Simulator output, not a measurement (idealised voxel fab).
Documented hereafter: the process module known as voxel capacitor over wiring.
Square cells of 5 nm make up the cross-section cut, whose width is 200 nm.
In this document a cross-section is written as a grid of square cells. It is given as a series of bands, listed from the top down, and a band is one or more rows of cells.
For a band, the entry starts with two heights in nm, that of the top and then that of the bottom, and carries on with the band's materials in order from left to right, each alongside its width in nm; the word "everywhere" beside a single material means it fills the band edge to edge, and "blank" means empty space.
For the purposes of this specification, 0 denotes the height below which the wafer in its as-received condition is composed wholly of one material, and the lowermost band, lacking a lower limit, extends downward without end, as expressed in "0 and below".
A width given as "30 to 40" starts at the first number in the band's top row and ends at the second number in its bottom row, shifting by an equal amount at every step from row to row.
For the purposes of this document, the phrase "remained the same" attached to a step denotes that no cell within the cross-section was modified by that step.
If an empty space has no open way to the top and is at least 8 cells in size, "Voids lacking openings" lists it, written width x height at distance, where distance is measured from the left edge and every value is in nm.
Heads up: the bit after the settings on a step's line is the simulator's remark on that step.
"overlay nm" denotes, for a step that has a mask, the displacement of the mask to the right of its planned place, with negative values corresponding to the left.
Each pair of cross-sections that follows straddles one process step: the one shows the state before the step, the other the state after it, down to the lowest band that changed and no further. The step in question, and its settings, are given under the pair. Note that a pair is not necessarily a continuation of the pair above it, since pairs can come from different runs of this module on the same starting wafer; it is a continuation only where its entry headed "Pre-step condition" says so.

[Pre-step condition]
  0 and below | Si everywhere
  Voids lacking openings: none

[Section, Post-Step]
  15 down to 0 | SiO2 everywhere
  All layers under 0 are left as they were.
  Voids lacking openings: none
As a process note, the step between the before and after cross-sections shown above is CONFORMAL_DEP (material SiO2; thk nm 15)

Pre-step condition: The structure entering this step is exactly what the pair just above shows after its step.

[Section, Post-Step]
  20 down to 15 | TiN everywhere
  All layers under 15 are left as they were.
  Voids lacking openings: none
As a process note, the step between the before and after cross-sections shown above is DIRECTIONAL_DEP (material TiN; thk nm 5)

Pre-step condition: The structure entering this step is exactly what the pair just above shows after its step.

[Section, Post-Step]
  45 down to 20 | W everywhere
  All layers under 20 are left as they were.
  Voids lacking openings: none
As a process note, the step between the before and after cross-sections shown above is DIRECTIONAL_DEP (material W; thk nm 25)

Pre-step condition: The structure entering this step is exactly what the pair just above shows after its step.

[Section, Post-Step]
  45 down to 20 | blank 45; W 20; blank 70; W 20; blank 45
  All layers under 20 are left as they were.
  Voids lacking openings: none
As a process note, the step between the before and after cross-sections shown above is MASKED_ETCH (tone cover; mask id METAL_1; width nm 20; pitch nm 90; etch materials W; depth nm 25; overlay nm 0)

Pre-step condition: The structure entering this step is exactly what the pair just above shows after its step.

[Section, Post-Step]
  45 down to 20 | blank 45; W 20; blank 70; W 20; blank 45
  20 down to 15 | blank 45; TiN 20; blank 70; TiN 20; blank 45
  All layers under 15 are left as they were.
  Voids lacking openings: none
As a process note, the step between the before and after cross-sections shown above is MASKED_ETCH (tone cover; mask id METAL_1; width nm 20; pitch nm 90; etch materials TiN; depth nm 5; overlay nm 0)

Pre-step condition: The structure entering this step is exactly what the pair just above shows after its step.

[Section, Post-Step]
  55 down to 45 | SiO2 everywhere
  45 down to 20 | SiO2 45; W 20; SiO2 70; W 20; SiO2 45
  20 down to 15 | SiO2 45; TiN 20; SiO2 70; TiN 20; SiO2 45
  All layers under 15 are left as they were.
  Voids lacking openings: none
As a process note, the step between the before and after cross-sections shown above is FILL_DEP (material SiO2; thk nm 10)

Pre-step condition: The structure entering this step is exactly what the pair just above shows after its step.

[Section, Post-Step]
  45 down to 20 | SiO2 45; W 20; SiO2 70; W 20; SiO2 45
  All layers under 20 are left as they were.
  Voids lacking openings: none
As a process note, the step between the before and after cross-sections shown above is CMP (height nm 45)

Pre-step condition: The structure entering this step is exactly what the pair just above shows after its step.

[Section, Post-Step]
  50 down to 45 | SiCN everywhere
  All layers under 45 are left as they were.
  Voids lacking openings: none
As a process note, the step between the before and after cross-sections shown above is CONFORMAL_DEP (material SiCN; thk nm 5)

Pre-step condition: The structure entering this step is exactly what the pair just above shows after its step.

[Section, Post-Step]
  70 down to 50 | SiO2 everywhere
  All layers under 50 are left as they were.
  Voids lacking openings: none
As a process note, the step between the before and after cross-sections shown above is DIRECTIONAL_DEP (material SiO2; thk nm 20)

Pre-step condition: The structure entering this step is exactly what the pair just above shows after its step.

[Section, Post-Step]
  80 down to 70 | aC everywhere
  All layers under 70 are left as they were.
  Voids lacking openings: none
As a process note, the step between the before and after cross-sections shown above is DIRECTIONAL_DEP (material aC; thk nm 10)

Pre-step condition: The structure entering this step is exactly what the pair just above shows after its step.

[Section, Post-Step]
  105 down to 80 | resist 50; blank 15; resist 135
  All layers under 80 are left as they were.
  Voids lacking openings: none
As a process note, the step between the before and after cross-sections shown above is PATTERN (tone open; mask id PLUG_1; material resist; width nm 15; thk nm 25; overlay nm 0)

Pre-step condition: The structure entering this step is exactly what the pair just above shows after its step.

[Section, Post-Step]
  95 down to 80 | resist 50; blank 15; resist 135
  80 down to 70 | aC 50; blank 15; aC 135
  All layers under 70 are left as they were.
  Voids lacking openings: none
As a process note, the step between the before and after cross-sections shown above is DIRECTIONAL_ETCH (etch materials aC; depth nm 10)

Pre-step condition: The structure entering this step is exactly what the pair just above shows after its step.

[Section, Post-Step]
  80 down to 70 | aC 50; blank 15; aC 135
  All layers under 70 are left as they were.
  Voids lacking openings: none
As a process note, the step between the before and after cross-sections shown above is STRIP (etch materials resist)

Pre-step condition: The structure entering this step is exactly what the pair just above shows after its step.

[Section, Post-Step]
  80 down to 70 | aC 50; blank 15; aC 135
  70 down to 50 | SiO2 50; blank 15; SiO2 135
  All layers under 50 are left as they were.
  Voids lacking openings: none
As a process note, the step between the before and after cross-sections shown above is DIRECTIONAL_ETCH (etch materials SiO2; depth nm 20)

Pre-step condition: The structure entering this step is exactly what the pair just above shows after its step.

[Section, Post-Step]
  80 down to 70 | aC 50; blank 15; aC 135
  70 down to 50 | SiO2 50; blank 15; SiO2 135
  50 down to 45 | SiCN 50; blank 15; SiCN 135
  All layers under 45 are left as they were.
  Voids lacking openings: none
As a process note, the step between the before and after cross-sections shown above is DIRECTIONAL_ETCH (etch materials SiCN; depth nm 5)

Pre-step condition: The structure entering this step is exactly what the pair just above shows after its step.

[Section, Post-Step]
  70 down to 50 | SiO2 50; blank 15; SiO2 135
  All layers under 50 are left as they were.
  Voids lacking openings: none
As a process note, the step between the before and after cross-sections shown above is STRIP (etch materials aC)

Pre-step condition: The structure entering this step is exactly what the pair just above shows after its step.

[Section, Post-Step]
  75 down to 70 | TiN 55; blank 5; TiN 140
  70 down to 50 | SiO2 50; TiN 5; blank 5; TiN 5; SiO2 135
  50 down to 45 | SiCN 50; TiN 15; SiCN 135
  All layers under 45 are left as they were.
  Voids lacking openings: none
As a process note, the step between the before and after cross-sections shown above is CONFORMAL_DEP (material TiN; thk nm 5)

Pre-step condition: The structure entering this step is exactly what the pair just above shows after its step.

[Section, Post-Step]
  80 down to 75 | W everywhere
  75 down to 70 | TiN 55; W 5; TiN 140
  70 down to 50 | SiO2 50; TiN 5; W 5; TiN 5; SiO2 135
  All layers under 50 are left as they were.
  Voids lacking openings: none
As a process note, the step between the before and after cross-sections shown above is FILL_DEP (material W; thk nm 5)

Pre-step condition: The structure entering this step is exactly what the pair just above shows after its step.

[Section, Post-Step]
  70 down to 50 | SiO2 50; TiN 5; W 5; TiN 5; SiO2 135
  All layers under 50 are left as they were.
  Voids lacking openings: none
As a process note, the step between the before and after cross-sections shown above is CMP (height nm 70)

Pre-step condition: The structure entering this step is exactly what the pair just above shows after its step.

[Section, Post-Step]
  80 down to 70 | TiN everywhere
  All layers under 70 are left as they were.
  Voids lacking openings: none
As a process note, the step between the before and after cross-sections shown above is DIRECTIONAL_DEP (material TiN; thk nm 10)

Pre-step condition: The structure entering this step is exactly what the pair just above shows after its step.

[Section, Post-Step]
  85 down to 80 | HfO2 everywhere
  All layers under 80 are left as they were.
  Voids lacking openings: none
As a process note, the step between the before and after cross-sections shown above is DIRECTIONAL_DEP (material HfO2; thk nm 5)

Pre-step condition: The structure entering this step is exactly what the pair just above shows after its step.

[Section, Post-Step]
  90 down to 85 | TiN everywhere
  All layers under 85 are left as they were.
  Voids lacking openings: none
As a process note, the step between the before and after cross-sections shown above is DIRECTIONAL_DEP (material TiN; thk nm 5)

Pre-step condition: The structure entering this step is exactly what the pair just above shows after its step.

[Section, Post-Step]
  105 down to 90 | aC everywhere
  All layers under 90 are left as they were.
  Voids lacking openings: none
As a process note, the step between the before and after cross-sections shown above is DIRECTIONAL_DEP (material aC; thk nm 15)

Pre-step condition: The structure entering this step is exactly what the pair just above shows after its step.

[Section, Post-Step]
  135 down to 105 | blank 50; resist 75; blank 75
  All layers under 105 are left as they were.
  Voids lacking openings: none
As a process note, the step between the before and after cross-sections shown above is PATTERN (tone cover; mask id UPPER_PLATE; material resist; width nm 75; thk nm 30; overlay nm 0)

Pre-step condition: The structure entering this step is exactly what the pair just above shows after its step.

[Section, Post-Step]
  120 down to 105 | blank 50; resist 75; blank 75
  105 down to 90 | blank 50; aC 75; blank 75
  All layers under 90 are left as they were.
  Voids lacking openings: none
As a process note, the step between the before and after cross-sections shown above is DIRECTIONAL_ETCH (etch materials aC; depth nm 15)

Pre-step condition: The structure entering this step is exactly what the pair just above shows after its step.

[Section, Post-Step]
  105 down to 90 | blank 50; aC 75; blank 75
  All layers under 90 are left as they were.
  Voids lacking openings: none
As a process note, the step between the before and after cross-sections shown above is STRIP (etch materials resist)

Pre-step condition: The structure entering this step is exactly what the pair just above shows after its step.

[Section, Post-Step]
  105 down to 90 | blank 50; aC 75; blank 75
  90 down to 85 | blank 50; TiN 75; blank 75
  All layers under 85 are left as they were.
  Voids lacking openings: none
As a process note, the step between the before and after cross-sections shown above is DIRECTIONAL_ETCH (etch materials TiN; depth nm 5)

Pre-step condition: The structure entering this step is exactly what the pair just above shows after its step.

[Section, Post-Step]
  105 down to 90 | blank 50; aC 75; blank 75
  90 down to 85 | blank 50; TiN 75; blank 75
  85 down to 80 | blank 50; HfO2 75; blank 75
  All layers under 80 are left as they were.
  Voids lacking openings: none
As a process note, the step between the before and after cross-sections shown above is DIRECTIONAL_ETCH (etch materials HfO2; depth nm 5)

Pre-step condition: The structure entering this step is exactly what the pair just above shows after its step.

[Section, Post-Step]
  90 down to 85 | blank 50; TiN 75; blank 75
  All layers under 85 are left as they were.
  Voids lacking openings: none
As a process note, the step between the before and after cross-sections shown above is STRIP (etch materials aC)

Pre-step condition: The structure entering this step is exactly what the pair just above shows after its step.

[Section, Post-Step]
  110 down to 90 | blank 45; resist 85; blank 70
  90 down to 85 | blank 45; resist 5; TiN 75; resist 5; blank 70
  85 down to 80 | blank 45; resist 5; HfO2 75; resist 5; blank 70
  All layers under 80 are left as they were.
  Voids lacking openings: none
As a process note, the step between the before and after cross-sections shown above is PATTERN (tone cover; mask id LOWER_PLATE; material resist; width nm 85; thk nm 20; overlay nm 0)

Pre-step condition: The structure entering this step is exactly what the pair just above shows after its step.

[Section, Post-Step]
  110 down to 90 | blank 45; resist 85; blank 70
  90 down to 85 | blank 45; resist 5; TiN 75; resist 5; blank 70
  85 down to 80 | blank 45; resist 5; HfO2 75; resist 5; blank 70
  80 down to 70 | blank 45; TiN 85; blank 70
  All layers under 70 are left as they were.
  Voids lacking openings: none
As a process note, the step between the before and after cross-sections shown above is DIRECTIONAL_ETCH (etch materials TiN; depth nm 10)

Pre-step condition: The structure entering this step is exactly what the pair just above shows after its step.

[Section, Post-Step]
  90 down to 85 | blank 50; TiN 75; blank 75
  85 down to 80 | blank 50; HfO2 75; blank 75
  All layers under 80 are left as they were.
  Voids lacking openings: none
As a process note, the step between the before and after cross-sections shown above is STRIP (etch materials resist)

Pre-step condition: The structure entering this step is exactly what the pair just above shows after its step.

[Section, Post-Step]
  110 down to 90 | SiO2 everywhere
  90 down to 85 | SiO2 50; TiN 75; SiO2 75
  85 down to 80 | SiO2 50; HfO2 75; SiO2 75
  80 down to 70 | SiO2 45; TiN 85; SiO2 70
  All layers under 70 are left as they were.
  Voids lacking openings: none
As a process note, the step between the before and after cross-sections shown above is FILL_DEP (material SiO2; thk nm 20)

Pre-step condition: The structure entering this step is exactly what the pair just above shows after its step.

[Section, Post-Step]
  105 down to 90 | SiO2 everywhere
  All layers under 90 are left as they were.
  Voids lacking openings: none
As a process note, the step between the before and after cross-sections shown above is CMP (height nm 105)

Pre-step condition: The structure entering this step is exactly what the pair just above shows after its step.

[Section, Post-Step]
  120 down to 105 | aC everywhere
  All layers under 105 are left as they were.
  Voids lacking openings: none
As a process note, the step between the before and after cross-sections shown above is DIRECTIONAL_DEP (material aC; thk nm 15)

Pre-step condition: The structure entering this step is exactly what the pair just above shows after its step.

[Section, Post-Step]
  155 down to 120 | resist 60; blank 15; resist 125
  All layers under 120 are left as they were.
  Voids lacking openings: none
As a process note, the step between the before and after cross-sections shown above is PATTERN (tone open; mask id PLUG_2; material resist; width nm 15; thk nm 35; overlay nm 0)

Pre-step condition: The structure entering this step is exactly what the pair just above shows after its step.

[Section, Post-Step]
  140 down to 120 | resist 60; blank 15; resist 125
  120 down to 105 | aC 60; blank 15; aC 125
  All layers under 105 are left as they were.
  Voids lacking openings: none
As a process note, the step between the before and after cross-sections shown above is DIRECTIONAL_ETCH (etch materials aC; depth nm 15)

Pre-step condition: The structure entering this step is exactly what the pair just above shows after its step.

[Section, Post-Step]
  120 down to 105 | aC 60; blank 15; aC 125
  All layers under 105 are left as they were.
  Voids lacking openings: none
As a process note, the step between the before and after cross-sections shown above is STRIP (etch materials resist)

Pre-step condition: The structure entering this step is exactly what the pair just above shows after its step.

[Section, Post-Step]
  120 down to 105 | aC 60; blank 15; aC 125
  105 down to 90 | SiO2 60; blank 15; SiO2 125
  All layers under 90 are left as they were.
  Voids lacking openings: none
As a process note, the step between the before and after cross-sections shown above is DIRECTIONAL_ETCH (etch materials SiO2; depth nm 15)

Pre-step condition: The structure entering this step is exactly what the pair just above shows after its step.

[Section, Post-Step]
  105 down to 90 | SiO2 60; blank 15; SiO2 125
  All layers under 90 are left as they were.
  Voids lacking openings: none
As a process note, the step between the before and after cross-sections shown above is STRIP (etch materials aC)

Pre-step condition: The structure entering this step is exactly what the pair just above shows after its step.

[Section, Post-Step]
  110 down to 105 | TiN 65; blank 5; TiN 130
  105 down to 95 | SiO2 60; TiN 5; blank 5; TiN 5; SiO2 125
  95 down to 85 | SiO2 60 to 50; TiN 15 to 75; SiO2 125 to 75
  All layers under 85 are left as they were.
  Voids lacking openings: none
As a process note, the step between the before and after cross-sections shown above is CONFORMAL_DEP (material TiN; thk nm 5)

Pre-step condition: The structure entering this step is exactly what the pair just above shows after its step.

[Section, Post-Step]
  115 down to 110 | Cu everywhere
  110 down to 105 | TiN 65; Cu 5; TiN 130
  105 down to 95 | SiO2 60; TiN 5; Cu 5; TiN 5; SiO2 125
  All layers under 95 are left as they were.
  Voids lacking openings: none
As a process note, the step between the before and after cross-sections shown above is FILL_DEP (material Cu; thk nm 5)

Pre-step condition: The structure entering this step is exactly what the pair just above shows after its step.

[Section, Post-Step]
  105 down to 95 | SiO2 60; TiN 5; Cu 5; TiN 5; SiO2 125
  All layers under 95 are left as they were.
  Voids lacking openings: none
As a process note, the step between the before and after cross-sections shown above is CMP (height nm 105)

Pre-step condition: The structure entering this step is exactly what the pair just above shows after its step.

[Section, Post-Step]
  110 down to 105 | SiN everywhere
  All layers under 105 are left as they were.
  Voids lacking openings: none
As a process note, the step between the before and after cross-sections shown above is CONFORMAL_DEP (material SiN; thk nm 5)

[Pre-step condition]
  85 down to 80 | HfO2 everywhere
  80 down to 70 | TiN everywhere
  70 down to 50 | SiO2 50; TiN 5; W 5; TiN 5; SiO2 135
  50 down to 45 | SiCN 50; TiN 15; SiCN 135
  45 down to 20 | SiO2 45; W 20; SiO2 70; W 20; SiO2 45
  20 down to 15 | SiO2 45; TiN 20; SiO2 70; TiN 20; SiO2 45
  15 down to 0 | SiO2 everywhere
  0 and below | Si everywhere
  Voids lacking openings: none

[Section, Post-Step]
  100 down to 85 | aC everywhere
  All layers under 85 are left as they were.
  Voids lacking openings: none
As a process note, the step between the before and after cross-sections shown above is DIRECTIONAL_DEP (material aC; thk nm 15)

Pre-step condition: The structure entering this step is exactly what the pair just above shows after its step.

[Section, Post-Step]
  130 down to 100 | blank 50; resist 75; blank 75
  All layers under 100 are left as they were.
  Voids lacking openings: none
As a process note, the step between the before and after cross-sections shown above is PATTERN (tone cover; mask id UPPER_PLATE; material resist; width nm 75; thk nm 30; overlay nm 0)

Pre-step condition: The structure entering this step is exactly what the pair just above shows after its step.

[Section, Post-Step]
  115 down to 100 | blank 50; resist 75; blank 75
  100 down to 85 | blank 50; aC 75; blank 75
  All layers under 85 are left as they were.
  Voids lacking openings: none
As a process note, the step between the before and after cross-sections shown above is DIRECTIONAL_ETCH (etch materials aC; depth nm 15)

Pre-step condition: The structure entering this step is exactly what the pair just above shows after its step.

[Section, Post-Step]
  100 down to 85 | blank 50; aC 75; blank 75
  All layers under 85 are left as they were.
  Voids lacking openings: none
As a process note, the step between the before and after cross-sections shown above is STRIP (etch materials resist)

Pre-step condition: The structure entering this step is exactly what the pair just above shows after its step.

[Section, Post-Step]
  100 down to 85 | blank 50; aC 75; blank 75
  85 down to 80 | blank 50; HfO2 75; blank 75
  All layers under 80 are left as they were.
  Voids lacking openings: none
As a process note, the step between the before and after cross-sections shown above is DIRECTIONAL_ETCH (etch materials HfO2; depth nm 5)

Pre-step condition: The structure entering this step is exactly what the pair just above shows after its step.

[Section, Post-Step]
  85 down to 80 | blank 50; HfO2 75; blank 75
  All layers under 80 are left as they were.
  Voids lacking openings: none
As a process note, the step between the before and after cross-sections shown above is STRIP (etch materials aC)

Pre-step condition: The structure entering this step is exactly what the pair just above shows after its step.

[Section, Post-Step]
  105 down to 85 | blank 45; resist 85; blank 70
  85 down to 80 | blank 45; resist 5; HfO2 75; resist 5; blank 70
  All layers under 80 are left as they were.
  Voids lacking openings: none
As a process note, the step between the before and after cross-sections shown above is PATTERN (tone cover; mask id LOWER_PLATE; material resist; width nm 85; thk nm 20; overlay nm 0)

Pre-step condition: The structure entering this step is exactly what the pair just above shows after its step.

[Section, Post-Step]
  105 down to 85 | blank 45; resist 85; blank 70
  85 down to 80 | blank 45; resist 5; HfO2 75; resist 5; blank 70
  80 down to 70 | blank 45; TiN 85; blank 70
  All layers under 70 are left as they were.
  Voids lacking openings: none
As a process note, the step between the before and after cross-sections shown above is DIRECTIONAL_ETCH (etch materials TiN; depth nm 10)

Pre-step condition: The structure entering this step is exactly what the pair just above shows after its step.

[Section, Post-Step]
  85 down to 80 | blank 50; HfO2 75; blank 75
  All layers under 80 are left as they were.
  Voids lacking openings: none
As a process note, the step between the before and after cross-sections shown above is STRIP (etch materials resist)

Pre-step condition: The structure entering this step is exactly what the pair just above shows after its step.

[Section, Post-Step]
  105 down to 85 | SiO2 everywhere
  85 down to 80 | SiO2 50; HfO2 75; SiO2 75
  80 down to 70 | SiO2 45; TiN 85; SiO2 70
  All layers under 70 are left as they were.
  Voids lacking openings: none
As a process note, the step between the before and after cross-sections shown above is FILL_DEP (material SiO2; thk nm 20)

Pre-step condition: The structure entering this step is exactly what the pair just above shows after its step.

[Section, Post-Step]
  120 down to 105 | aC everywhere
  All layers under 105 are left as they were.
  Voids lacking openings: none
As a process note, the step between the before and after cross-sections shown above is DIRECTIONAL_DEP (material aC; thk nm 15)

Pre-step condition: The structure entering this step is exactly what the pair just above shows after its step.

[Section, Post-Step]
  155 down to 120 | resist 60; blank 15; resist 125
  All layers under 120 are left as they were.
  Voids lacking openings: none
As a process note, the step between the before and after cross-sections shown above is PATTERN (tone open; mask id PLUG_2; material resist; width nm 15; thk nm 35; overlay nm 0)

Pre-step condition: The structure entering this step is exactly what the pair just above shows after its step.

[Section, Post-Step]
  140 down to 120 | resist 60; blank 15; resist 125
  120 down to 105 | aC 60; blank 15; aC 125
  All layers under 105 are left as they were.
  Voids lacking openings: none
As a process note, the step between the before and after cross-sections shown above is DIRECTIONAL_ETCH (etch materials aC; depth nm 15)

Pre-step condition: The structure entering this step is exactly what the pair just above shows after its step.

[Section, Post-Step]
  120 down to 105 | aC 60; blank 15; aC 125
  All layers under 105 are left as they were.
  Voids lacking openings: none
As a process note, the step between the before and after cross-sections shown above is STRIP (etch materials resist)

Pre-step condition: The structure entering this step is exactly what the pair just above shows after its step.

[Section, Post-Step]
  120 down to 105 | aC 60; blank 15; aC 125
  105 down to 90 | SiO2 60; blank 15; SiO2 125
  All layers under 90 are left as they were.
  Voids lacking openings: none
As a process note, the step between the before and after cross-sections shown above is DIRECTIONAL_ETCH (etch materials SiO2; depth nm 15)

Pre-step condition: The structure entering this step is exactly what the pair just above shows after its step.

[Section, Post-Step]
  105 down to 90 | SiO2 60; blank 15; SiO2 125
  All layers under 90 are left as they were.
  Voids lacking openings: none
As a process note, the step between the before and after cross-sections shown above is STRIP (etch materials aC)

Pre-step condition: The structure entering this step is exactly what the pair just above shows after its step.

[Section, Post-Step]
  110 down to 105 | TiN 65; blank 5; TiN 130
  105 down to 95 | SiO2 60; TiN 5; blank 5; TiN 5; SiO2 125
  95 down to 90 | SiO2 60; TiN 15; SiO2 125
  All layers under 90 are left as they were.
  Voids lacking openings: none
As a process note, the step between the before and after cross-sections shown above is CONFORMAL_DEP (material TiN; thk nm 5)

Pre-step condition: The structure entering this step is exactly what the pair just above shows after its step.

[Section, Post-Step]
  115 down to 110 | Cu everywhere
  110 down to 105 | TiN 65; Cu 5; TiN 130
  105 down to 95 | SiO2 60; TiN 5; Cu 5; TiN 5; SiO2 125
  All layers under 95 are left as they were.
  Voids lacking openings: none
As a process note, the step between the before and after cross-sections shown above is FILL_DEP (material Cu; thk nm 5)

Pre-step condition: The structure entering this step is exactly what the pair just above shows after its step.

[Section, Post-Step]
  105 down to 95 | SiO2 60; TiN 5; Cu 5; TiN 5; SiO2 125
  All layers under 95 are left as they were.
  Voids lacking openings: none
As a process note, the step between the before and after cross-sections shown above is CMP (height nm 105)

Pre-step condition: The structure entering this step is exactly what the pair just above shows after its step.

[Section, Post-Step]
  110 down to 105 | SiN everywhere
  All layers under 105 are left as they were.
  Voids lacking openings: none
As a process note, the step between the before and after cross-sections shown above is CONFORMAL_DEP (material SiN; thk nm 5)

[Pre-step condition]
  15 down to 0 | SiO2 everywhere
  0 and below | Si everywhere
  Voids lacking openings: none

[Section, Post-Step]
  30 down to 0 | SiO2 everywhere
  All layers under 0 are left as they were.
  Voids lacking openings: none
As a process note, the step between the before and after cross-sections shown above is CONFORMAL_DEP (material SiO2; thk nm 15)

Pre-step condition: The structure entering this step is exactly what the pair just above shows after its step.

[Section, Post-Step]
  35 down to 30 | TiN everywhere
  All layers under 30 are left as they were.
  Voids lacking openings: none
As a process note, the step between the before and after cross-sections shown above is DIRECTIONAL_DEP (material TiN; thk nm 5)

Pre-step condition: The structure entering this step is exactly what the pair just above shows after its step.

[Section, Post-Step]
  60 down to 35 | W everywhere
  All layers under 35 are left as they were.
  Voids lacking openings: none
As a process note, the step between the before and after cross-sections shown above is DIRECTIONAL_DEP (material W; thk nm 25)

Pre-step condition: The structure entering this step is exactly what the pair just above shows after its step.

[Section, Post-Step]
  60 down to 35 | blank 45; W 20; blank 70; W 20; blank 45
  All layers under 35 are left as they were.
  Voids lacking openings: none
As a process note, the step between the before and after cross-sections shown above is MASKED_ETCH (tone cover; mask id METAL_1; width nm 20; pitch nm 90; etch materials W; depth nm 25; overlay nm 0)

Pre-step condition: The structure entering this step is exactly what the pair just above shows after its step.

[Section, Post-Step]
  60 down to 35 | blank 45; W 20; blank 70; W 20; blank 45
  35 down to 30 | blank 45; TiN 20; blank 70; TiN 20; blank 45
  All layers under 30 are left as they were.
  Voids lacking openings: none
As a process note, the step between the before and after cross-sections shown above is MASKED_ETCH (tone cover; mask id METAL_1; width nm 20; pitch nm 90; etch materials TiN; depth nm 5; overlay nm 0)

Pre-step condition: The structure entering this step is exactly what the pair just above shows after its step.

[Section, Post-Step]
  70 down to 60 | SiO2 everywhere
  60 down to 35 | SiO2 45; W 20; SiO2 70; W 20; SiO2 45
  35 down to 30 | SiO2 45; TiN 20; SiO2 70; TiN 20; SiO2 45
  All layers under 30 are left as they were.
  Voids lacking openings: none
As a process note, the step between the before and after cross-sections shown above is FILL_DEP (material SiO2; thk nm 10)

Pre-step condition: The structure entering this step is exactly what the pair just above shows after its step.

[Section, Post-Step]
  45 down to 35 | SiO2 45; W 20; SiO2 70; W 20; SiO2 45
  All layers under 35 are left as they were.
  Voids lacking openings: none
As a process note, the step between the before and after cross-sections shown above is CMP (height nm 45)

Pre-step condition: The structure entering this step is exactly what the pair just above shows after its step.

[Section, Post-Step]
  50 down to 45 | SiCN everywhere
  All layers under 45 are left as they were.
  Voids lacking openings: none
As a process note, the step between the before and after cross-sections shown above is CONFORMAL_DEP (material SiCN; thk nm 5)

Pre-step condition: The structure entering this step is exactly what the pair just above shows after its step.

[Section, Post-Step]
  70 down to 50 | SiO2 everywhere
  All layers under 50 are left as they were.
  Voids lacking openings: none
As a process note, the step between the before and after cross-sections shown above is DIRECTIONAL_DEP (material SiO2; thk nm 20)

Pre-step condition: The structure entering this step is exactly what the pair just above shows after its step.

[Section, Post-Step]
  80 down to 70 | aC everywhere
  All layers under 70 are left as they were.
  Voids lacking openings: none
As a process note, the step between the before and after cross-sections shown above is DIRECTIONAL_DEP (material aC; thk nm 10)

Pre-step condition: The structure entering this step is exactly what the pair just above shows after its step.

[Section, Post-Step]
  105 down to 80 | resist 50; blank 15; resist 135
  All layers under 80 are left as they were.
  Voids lacking openings: none
As a process note, the step between the before and after cross-sections shown above is PATTERN (tone open; mask id PLUG_1; material resist; width nm 15; thk nm 25; overlay nm 0)

Pre-step condition: The structure entering this step is exactly what the pair just above shows after its step.

[Section, Post-Step]
  95 down to 80 | resist 50; blank 15; resist 135
  80 down to 70 | aC 50; blank 15; aC 135
  All layers under 70 are left as they were.
  Voids lacking openings: none
As a process note, the step between the before and after cross-sections shown above is DIRECTIONAL_ETCH (etch materials aC; depth nm 10)

Pre-step condition: The structure entering this step is exactly what the pair just above shows after its step.

[Section, Post-Step]
  80 down to 70 | aC 50; blank 15; aC 135
  All layers under 70 are left as they were.
  Voids lacking openings: none
As a process note, the step between the before and after cross-sections shown above is STRIP (etch materials resist)

Pre-step condition: The structure entering this step is exactly what the pair just above shows after its step.

[Section, Post-Step]
  80 down to 70 | aC 50; blank 15; aC 135
  70 down to 50 | SiO2 50; blank 15; SiO2 135
  All layers under 50 are left as they were.
  Voids lacking openings: none
As a process note, the step between the before and after cross-sections shown above is DIRECTIONAL_ETCH (etch materials SiO2; depth nm 20)

Pre-step condition: The structure entering this step is exactly what the pair just above shows after its step.

[Section, Post-Step]
  80 down to 70 | aC 50; blank 15; aC 135
  70 down to 50 | SiO2 50; blank 15; SiO2 135
  50 down to 45 | SiCN 50; blank 15; SiCN 135
  All layers under 45 are left as they were.
  Voids lacking openings: none
As a process note, the step between the before and after cross-sections shown above is DIRECTIONAL_ETCH (etch materials SiCN; depth nm 5)

Pre-step condition: The structure entering this step is exactly what the pair just above shows after its step.

[Section, Post-Step]
  70 down to 50 | SiO2 50; blank 15; SiO2 135
  All layers under 50 are left as they were.
  Voids lacking openings: none
As a process note, the step between the before and after cross-sections shown above is STRIP (etch materials aC)

Pre-step condition: The structure entering this step is exactly what the pair just above shows after its step.

[Section, Post-Step]
  75 down to 70 | TiN 55; blank 5; TiN 140
  70 down to 50 | SiO2 50; TiN 5; blank 5; TiN 5; SiO2 135
  50 down to 45 | SiCN 50; TiN 15; SiCN 135
  All layers under 45 are left as they were.
  Voids lacking openings: none
As a process note, the step between the before and after cross-sections shown above is CONFORMAL_DEP (material TiN; thk nm 5)

Pre-step condition: The structure entering this step is exactly what the pair just above shows after its step.

[Section, Post-Step]
  80 down to 75 | W everywhere
  75 down to 70 | TiN 55; W 5; TiN 140
  70 down to 50 | SiO2 50; TiN 5; W 5; TiN 5; SiO2 135
  All layers under 50 are left as they were.
  Voids lacking openings: none
As a process note, the step between the before and after cross-sections shown above is FILL_DEP (material W; thk nm 5)

Pre-step condition: The structure entering this step is exactly what the pair just above shows after its step.

[Section, Post-Step]
  70 down to 50 | SiO2 50; TiN 5; W 5; TiN 5; SiO2 135
  All layers under 50 are left as they were.
  Voids lacking openings: none
As a process note, the step between the before and after cross-sections shown above is CMP (height nm 70)

Pre-step condition: The structure entering this step is exactly what the pair just above shows after its step.

[Section, Post-Step]
  80 down to 70 | TiN everywhere
  All layers under 70 are left as they were.
  Voids lacking openings: none
As a process note, the step between the before and after cross-sections shown above is DIRECTIONAL_DEP (material TiN; thk nm 10)

Pre-step condition: The structure entering this step is exactly what the pair just above shows after its step.

[Section, Post-Step]
  85 down to 80 | HfO2 everywhere
  All layers under 80 are left as they were.
  Voids lacking openings: none
As a process note, the step between the before and after cross-sections shown above is DIRECTIONAL_DEP (material HfO2; thk nm 5)

Pre-step condition: The structure entering this step is exactly what the pair just above shows after its step.

[Section, Post-Step]
  90 down to 85 | TiN everywhere
  All layers under 85 are left as they were.
  Voids lacking openings: none
As a process note, the step between the before and after cross-sections shown above is DIRECTIONAL_DEP (material TiN; thk nm 5)

Pre-step condition: The structure entering this step is exactly what the pair just above shows after its step.

[Section, Post-Step]
  105 down to 90 | aC everywhere
  All layers under 90 are left as they were.
  Voids lacking openings: none
As a process note, the step between the before and after cross-sections shown above is DIRECTIONAL_DEP (material aC; thk nm 15)

Pre-step condition: The structure entering this step is exactly what the pair just above shows after its step.

[Section, Post-Step]
  135 down to 105 | blank 50; resist 75; blank 75
  All layers under 105 are left as they were.
  Voids lacking openings: none
As a process note, the step between the before and after cross-sections shown above is PATTERN (tone cover; mask id UPPER_PLATE; material resist; width nm 75; thk nm 30; overlay nm 0)

Pre-step condition: The structure entering this step is exactly what the pair just above shows after its step.

[Section, Post-Step]
  120 down to 105 | blank 50; resist 75; blank 75
  105 down to 90 | blank 50; aC 75; blank 75
  All layers under 90 are left as they were.
  Voids lacking openings: none
As a process note, the step between the before and after cross-sections shown above is DIRECTIONAL_ETCH (etch materials aC; depth nm 15)
